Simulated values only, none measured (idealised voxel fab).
The name of this process module is voxel self aligned contacts.
Xsec cut, 255 nm wide, square cell size 5 nm.
Cross-section, as written here: a square-cell grid given band by band from the top down, where a band holds one or more rows of cells. Look at the band entry: it leads with the top's height and the bottom's height in nm. Then it lists the materials left to right, with a width in nm for each. The word "throughout" on a single material says that material fills the band edge to edge. The word "empty" is empty space. It should be noted that heights are counted from 0, beneath which the wafer as supplied is of one material throughout, and that the lowest band possesses no lower boundary but continues downward, as written in "from 0 down". Width: "30->40" (first number = top row, second number = bottom row, same change from row to row of cells). Where a step carries "nothing altered", the cross-section came out of it unchanged, cell for cell. "Closed-off voids" - sealed voids, min. 8 cells, no opening to top; format: width x height at distance (distance from left edge; nm throughout). The remark found on a step's line after its settings is issued by the simulator itself and pertains to that step. Regarding "overlay nm": on a step with a mask, it is the distance the mask lay to the right of its planned place; a negative value places it to the left.

## Set out below are the planned steps of the process
1,RECEIVE (material Si)
2,OXIDIZE (depth nm 5)
3,DIRECTIONAL_DEP (material polySi; thk nm 20)
4,DIRECTIONAL_DEP (material SiN; thk nm 25)
5,DIRECTIONAL_DEP (material aC; thk nm 10)
6,PATTERN (tone cover; mask id GATE; material resist; width nm 30; pitch nm 65; thk nm 25; overlay nm 0)
7,DIRECTIONAL_ETCH (etch materials aC; depth nm 10)
8,STRIP (etch materials resist)
9,DIRECTIONAL_ETCH (etch materials SiN; depth nm 25)
10,DIRECTIONAL_ETCH (etch materials polySi; depth nm 20)
11,STRIP (etch materials aC)
12,CONFORMAL_DEP (material SiN; thk nm 10)
13,DIRECTIONAL_ETCH (etch materials SiN; depth nm 10)
14,FILL_DEP (material SiO2; thk nm 10)
15,CMP (height nm 50)
16,MASKED_ETCH (tone open; mask id CONTACT; width nm 45; etch materials SiO2; depth nm 55; overlay nm 0)
17,CONFORMAL_DEP (material TiN; thk nm 5)
18,FILL_DEP (material Ru; thk nm 5)
19,CMP (height nm 50)
20,CONFORMAL_DEP (material SiCN; thk nm 5)

## As-received wafer cross-section (after step 1)
* from 0 down | Si throughout
* Closed-off voids: none

## Cross-sectional image of the first of two wafers at the end of the module, the run having proceeded as planned
* from 55 to 50 | SiCN throughout
* from 50 to 45 | 105 SiO2; 20 TiN; 5 Ru; 20 TiN; 105 SiO2
* from 45 to 20 | 70 SiO2; 50 SiN; 5 TiN; 5 Ru; 5 TiN; 50 SiN; 70 SiO2
* from 20 to 0 | 70 SiO2; 10 SiN; 30 polySi; 10 SiN; 5 TiN; 5 Ru; 5 TiN; 10 SiN; 30 polySi; 10 SiN; 70 SiO2
* from 0 to -5 | 120 SiO2; 15 TiN; 120 SiO2
* from -5 down | Si throughout
* Closed-off voids: none

## End of module, second wafer, cross-section. Started like the first, planned like the first, run with one mistake
* from 55 to 50 | SiCN throughout
* from 50 to 45 | 105 SiO2; 20 TiN; 5 Ru; 20 TiN; 105 SiO2
* from 45 to 20 | 70 SiO2; 50 SiN; 5 TiN; 5 Ru; 5 TiN; 50 SiN; 70 SiO2
* from 20 to 5 | 70 SiO2; 10 SiN; 30 polySi; 10 SiN; 5 TiN; 5 Ru; 5 TiN; 10 SiN; 30 polySi; 10 SiN; 70 SiO2
* from 5 to 0 | 70 SiO2; 10 SiN; 30 polySi; 10 SiN; 15 TiN; 10 SiN; 30 polySi; 10 SiN; 70 SiO2
* from 0 down | Si throughout
* Closed-off voids: none
So what did we get wrong on this run? step 2 was dropped from the plan's execution and never run
Upon completion, the second wafer contains, in terms of cells, a greater or smaller amount of certain materials than the first wafer: -1 Ru, +51 Si, -48 SiO2, -2 TiN
